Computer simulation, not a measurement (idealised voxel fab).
The following is a process module called voxel double patterning.
260 nm wide, 5 nm square cells: that's cross-section cut.
Cross-section = grid of square cells, listed top down in bands; band = one or more rows. Within each band entry, the heights of the top and of the bottom of the band appear first, in that order and in nm; the materials of the band then follow from left to right, each with its corresponding width in nm. The designation "all across" on a single material indicates that it fills the band from edge to edge; the designation "empty" indicates empty space. Where do heights start? At 0: under that level the wafer as delivered is made of one material only. And the lowest band has no floor; it just carries on downward, as in "z 0 and below". Width spec "30->40" -> top row of cells at first value, bottom row at second value, equal per-row change in between. Take "nothing different" at face value: in the step it is given for, the cross-section changed in none of its cells. Basically, "Catalogued sealed voids" tells you about the enclosed voids: empty spaces with no open way to the top, 8 cells or bigger, each written width x height at distance, where distance is from the left edge, all in nm. If you see something after the settings on a step's line, that's the simulator's own remark about that step. "overlay nm", when on a step's line for a step with a mask, measures how far to the right of its planned place the mask lay; a negative measure means to the left.
Listed below are the process steps as planned
- 1: op RECEIVE | material Si
- 2: op CONFORMAL_DEP | material SiO2 | thk nm 5
- 3: op DIRECTIONAL_DEP | material TiN | thk nm 10
- 4: op DIRECTIONAL_DEP | material SiCN | thk nm 10
- 5: op DIRECTIONAL_DEP | material aC | thk nm 10
- 6: op PATTERN | tone open | mask id FIRST | material resist | width nm 15 | pitch nm 50 | thk nm 30 | overlay nm 0
- 7: op DIRECTIONAL_ETCH | etch materials aC | depth nm 10
- 8: op STRIP | etch materials resist
- 9: op DIRECTIONAL_ETCH | etch materials SiCN | depth nm 10
- 10: op STRIP | etch materials aC
- 11: op PATTERN | tone open | mask id SECOND | material resist | width nm 15 | thk nm 15 | overlay nm 0
- 12: op DIRECTIONAL_ETCH | etch materials SiCN | depth nm 10
- 13: op STRIP | etch materials resist
- 14: op DIRECTIONAL_ETCH | etch materials TiN | depth nm 10
- 15: op STRIP | etch materials SiCN
The cross-section here shows the wafer as received, i.e. in its state after step 1
    z 0 and below  Si all across
    Catalogued sealed voids: none
Cross-section: first of two wafers, module finished, run according to plan
    z 15 to 5  95 nm TiN | 15 nm empty | 10 nm TiN | 15 nm empty | 10 nm TiN | 15 nm empty | 100 nm TiN
    z 5 to 0  SiO2 all across
    z 0 and below  Si all across
    Catalogued sealed voids: none
Now the second wafer, cross-sectioned at the end of the module. Nothing different at the start, nothing different in the plan compared with the first, just one mistake when it was actually run
    z 10 to 0  95 nm TiN | 15 nm empty | 10 nm TiN | 15 nm empty | 10 nm TiN | 15 nm empty | 100 nm TiN
    z 0 and below  Si all across
    Catalogued sealed voids: none
Where did the run depart from the plan? step 2 of the plan was bypassed and not carried out
Heads up, by the end the second wafer has more or fewer cells of some materials compared to the first: 52 fewer of SiO2
